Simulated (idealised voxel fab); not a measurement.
Title: Process Module voxel quadruple lines
We display cut, a cross-section 165 nm in width whose square cells are each 5 nm.
This document writes a cross-section as a grid whose cells are square, and gives it as bands, listed from the top down; one or more rows of cells form a band. Read a band's entry like this: the first values are the height of its top and the height of its bottom in nm, and what follows is the sequence of materials from left to right, each with its width in nm. Note that "empty" is empty space, and that a single material marked "throughout" reaches across the band from edge to edge. Convention: height 0 is the level below which the wafer, as received, is all one material. The lowest band does not terminate at the bottom but continues downward, represented as "0..down". You'd read "30->40" like this: the band's top row of cells is as wide as the first number, its bottom row is as wide as the second, and going down, every row changes width by the same amount as the row before did. It should be understood that the words "nothing changed", when stated for a given step, signify that the cross-section underwent no change in any of its cells during that step. Entry "Completely sealed voids". Content: empty spaces with no open connection to the top, size 8 cells or greater. Each: width x height at distance. Distance: from left edge. Unit: nm. If you see something after the settings on a step's line, that's the simulator's own remark about that step. A step's line can hold "overlay nm"; with a mask on that step, the setting says how far right of the planned place the mask lay, while a negative setting says it lay to the left.
**Intended process steps**
step 1: RECEIVE [material Si]
step 2: CONFORMAL_DEP [material SiO2] [thk nm 10]
step 3: DIRECTIONAL_DEP [material Ru] [thk nm 10]
step 4: DIRECTIONAL_DEP [material polySi] [thk nm 20]
step 5: DIRECTIONAL_DEP [material aC] [thk nm 25]
step 6: PATTERN [tone cover] [mask id MANDREL] [material resist] [width nm 25] [thk nm 35] [overlay nm 0]
step 7: DIRECTIONAL_ETCH [etch materials aC] [depth nm 25]
step 8: STRIP [etch materials resist]
step 9: CONFORMAL_DEP [material SiO2] [thk nm 15]
step 10: DIRECTIONAL_ETCH [etch materials SiO2] [depth nm 15]
step 11: STRIP [etch materials aC]
step 12: DIRECTIONAL_ETCH [etch materials polySi] [depth nm 20]
step 13: STRIP [etch materials SiO2]
step 14: CONFORMAL_DEP [material SiN] [thk nm 5]
step 15: DIRECTIONAL_ETCH [etch materials SiN] [depth nm 5]
step 16: STRIP [etch materials polySi]
step 17: DIRECTIONAL_ETCH [etch materials Ru] [depth nm 10]
step 18: STRIP [etch materials SiN]
step 19: FILL_DEP [material lowk] [thk nm 10]
step 20: CMP [height nm 20]
**As-received state of the wafer in cross-section, equivalent to post-step 1**
  0..down | Si throughout
  Completely sealed voids: none
**Final wafer profile in cross-section after the module, from the same start and plan as above, with one mistake made during processing**
  20..10 | lowk=65, Ru=5, lowk=25, Ru=5, lowk=65
  10..0 | SiO2 throughout
  0..down | Si throughout
  Completely sealed voids: none
Which mistake was made when the wafer was run? rather than as planned, step 6 actually ran as PATTERN [tone open] [mask id MANDREL] [material resist] [width nm 25] [thk nm 35] [overlay nm 0]
